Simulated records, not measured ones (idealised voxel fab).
Process module heading - voxel self aligned vias
We display cut, a cross-section 285 nm in width whose square cells are each 5 nm.
Each cross-section below is a grid of square cells, stated as bands in top-down order, with one or more rows of cells making up each band.
What a band's entry tells you: where the top is and where the bottom is, as heights in nm, and after that what lies inside, material by material from left to right, each with its width in nm. Empty space is written as the word "empty", and a single material marked with the word "edge to edge" occupies the band from edge to edge.
It should be noted that heights are counted from 0, beneath which the wafer as supplied is of one material throughout, and that the lowest band possesses no lower boundary but continues downward, as written in "0 nm and below".
The expression "30..40" gives the width at the extremes of the band, the first number at its top row of cells and the second at its bottom row, with the width changing by equal amounts from each row to the next in between.
The cross-section has no changed cell in any step marked "nothing was modified".
Basically, "Closed internal voids" tells you about the enclosed voids: empty spaces with no open way to the top, 8 cells or bigger, each written width x height at distance, where distance is from the left edge, all in nm.
The remark found on a step's line after its settings is issued by the simulator itself and pertains to that step.
"overlay nm" denotes, for a step that has a mask, the displacement of the mask to the right of its planned place, with negative values corresponding to the left.
THESE ARE THE STEPS WE PLANNED FOR THE PROCESS
step 1: RECEIVE: material Si
step 2: CONFORMAL_DEP: material SiO2, thk nm 10
step 3: CONFORMAL_DEP: material SiCN, thk nm 5
step 4: DIRECTIONAL_DEP: material SiO2, thk nm 25
step 5: PATTERN: tone open, mask id LINES, material resist, width nm 20, pitch nm 55, thk nm 15, overlay nm 0
step 6: DIRECTIONAL_ETCH: etch materials SiO2, depth nm 25
step 7: STRIP: etch materials resist
step 8: CONFORMAL_DEP: material TiN, thk nm 5
step 9: FILL_DEP: material Ru, thk nm 5
step 10: CMP: height nm 40
step 11: SELECTIVE_ETCH: etch materials W Ru TiN, depth nm 10
step 12: FILL_DEP: material SiN, thk nm 5
step 13: CMP: height nm 40
step 14: DIRECTIONAL_DEP: material SiO2, thk nm 20
step 15: PATTERN: tone open, mask id VIAS, material resist, width nm 40, pitch nm 110, thk nm 20, overlay nm 0
step 16: DIRECTIONAL_ETCH: etch materials SiO2, depth nm 20
step 17: DIRECTIONAL_ETCH: etch materials SiN, depth nm 10
step 18: STRIP: etch materials resist
step 19: CONFORMAL_DEP: material TiN, thk nm 5
step 20: FILL_DEP: material Ru, thk nm 5
step 21: CMP: height nm 60
step 22: CONFORMAL_DEP: material SiCN, thk nm 5
CROSS-SECTION: WAFER ON ARRIVAL = AFTER STEP 1
    0 nm and below = Si edge to edge
    Closed internal voids: none
A WAFER AT THE END: THIS START, THIS PLAN, ONE MISTAKE
    65 nm to 60 nm = SiCN edge to edge
    60 nm to 40 nm = SiO2: 65; TiN: 5; Ru: 30; TiN: 5; SiO2: 70; TiN: 5; Ru: 30; TiN: 5; SiO2: 70
    40 nm to 35 nm = SiN: 65; TiN: 15; Ru: 10; TiN: 15; SiN: 70; TiN: 15; Ru: 10; TiN: 15; SiN: 70
    35 nm to 30 nm = SiO2: 75; TiN: 20; SiO2: 35; SiN: 20; SiO2: 35; TiN: 20; SiO2: 80
    30 nm to 15 nm = SiO2: 75; TiN: 5; Ru: 10; TiN: 5; SiO2: 35; TiN: 5; Ru: 10; TiN: 5; SiO2: 35; TiN: 5; Ru: 10; TiN: 5; SiO2: 80
    15 nm to 10 nm = SiO2: 75; TiN: 20; SiO2: 35; TiN: 20; SiO2: 35; TiN: 20; SiO2: 80
    10 nm to 0 nm = SiO2 edge to edge
    0 nm and below = Si edge to edge
    Closed internal voids: none
Deviation from plan: yeah, step 3 of the plan got skipped, never ran
